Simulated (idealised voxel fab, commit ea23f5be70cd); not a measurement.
process module | voxel double patterning
This is section cut - it's 285 nm across, gridded in 5 nm square cells.
Cross-sections here: square-cell grids, written as top-down lists of bands, a band being one or more rows of cells. This entry defines a band. It first specifies the height of the band's top and the height of its bottom in nm, and then specifies the band's materials from left to right, stating each material with its width in nm. The word "full width" identifies a single material that fills the band from edge to edge, while the word "empty" identifies empty space. Ref level 0: as-received wafer is one material below here. Bottom band extends down with no lower bound ("from 0 down"). You'd read "30 to 40" like this: the band's top row of cells is as wide as the first number, its bottom row is as wide as the second, and going down, every row changes width by the same amount as the row before did. Key: "changes: none" - step with no changed cell in the cross-section. So "Closed empty spaces" is basically the list of trapped voids: any empty space of 8 cells or more that can't reach the top through an opening. They're written width x height at distance, the distance being from the left edge, and it's all nm. Heads up: the bit after the settings on a step's line is the simulator's remark on that step. "overlay nm", when on a step's line for a step with a mask, measures how far to the right of its planned place the mask lay; a negative measure means to the left.
The steps planned for the process are as follows
1. RECEIVE | material Si
2. CONFORMAL_DEP | material SiO2 | thk nm 5
3. DIRECTIONAL_DEP | material polySi | thk nm 20
4. DIRECTIONAL_DEP | material SiCN | thk nm 5
5. MASKED_ETCH | tone open | mask id FIRST | width nm 15 | pitch nm 50 | etch materials SiCN | depth nm 5 | overlay nm 0
6. MASKED_ETCH | tone open | mask id SECOND | width nm 15 | etch materials SiCN | depth nm 5 | overlay nm 0
7. DIRECTIONAL_ETCH | etch materials polySi | depth nm 20
8. STRIP | etch materials SiCN
First wafer of two (run as planned)
Cross-sectional view of the wafer in its as-received condition, corresponding to the state after step 1
    from 0 down  Si full width
    Closed empty spaces: none
State of the wafer after step 2, shown in cross-section
    from 5 to 0  SiO2 full width
    Below 0, the layers are the same as they were.
State of the wafer after step 3, shown in cross-section
    from 25 to 5  polySi full width
    Below 5, the layers are the same as they were.
State of the wafer after step 4, shown in cross-section
    from 30 to 25  SiCN full width
    Below 25, the layers are the same as they were.
State of the wafer after step 5, shown in cross-section
    from 30 to 25  SiCN=110, empty=15, SiCN=35, empty=15, SiCN=110
    Below 25, the layers are the same as they were.
State of the wafer after step 6, shown in cross-section
    from 30 to 25  SiCN=110, empty=15, SiCN=10, empty=15, SiCN=10, empty=15, SiCN=110
    Below 25, the layers are the same as they were.
State of the wafer after step 7, shown in cross-section
    from 30 to 25  SiCN=110, empty=15, SiCN=10, empty=15, SiCN=10, empty=15, SiCN=110
    from 25 to 5  polySi=110, empty=15, polySi=10, empty=15, polySi=10, empty=15, polySi=110
    Below 5, the layers are the same as they were.
State of the wafer after step 8, shown in cross-section
    from 25 to 5  polySi=110, empty=15, polySi=10, empty=15, polySi=10, empty=15, polySi=110
    Below 5, the layers are the same as they were.
The second wafer began exactly as the first did and followed the same plan, but one mistake was made while running it; through step 5 inclusive, the two wafers are identical
Cross-sectional representation of the second wafer at the time designated in the plan for the completion of step 6
    from 30 to 25  SiCN=110, empty=15, SiCN=5, empty=15, SiCN=15, empty=15, SiCN=110
    Below 25, the layers are the same as they were.
Cross-sectional representation of the second wafer at the time designated in the plan for the completion of step 7
    from 30 to 25  SiCN=110, empty=15, SiCN=5, empty=15, SiCN=15, empty=15, SiCN=110
    from 25 to 5  polySi=110, empty=15, polySi=5, empty=15, polySi=15, empty=15, polySi=110
    Below 5, the layers are the same as they were.
Cross-sectional representation of the second wafer at the time designated in the plan for the completion of step 8
    from 25 to 5  polySi=110, empty=15, polySi=5, empty=15, polySi=15, empty=15, polySi=110
    Below 5, the layers are the same as they were.
What was the processing mistake? step 6 went in with a setting other than planned; the actual run was MASKED_ETCH | tone open | mask id SECOND | width nm 15 | etch materials SiCN | depth nm 5 | overlay nm -5
Comparing end states, the material composition by cell count is preserved from the first wafer to the second, while the locations of the cells are not.
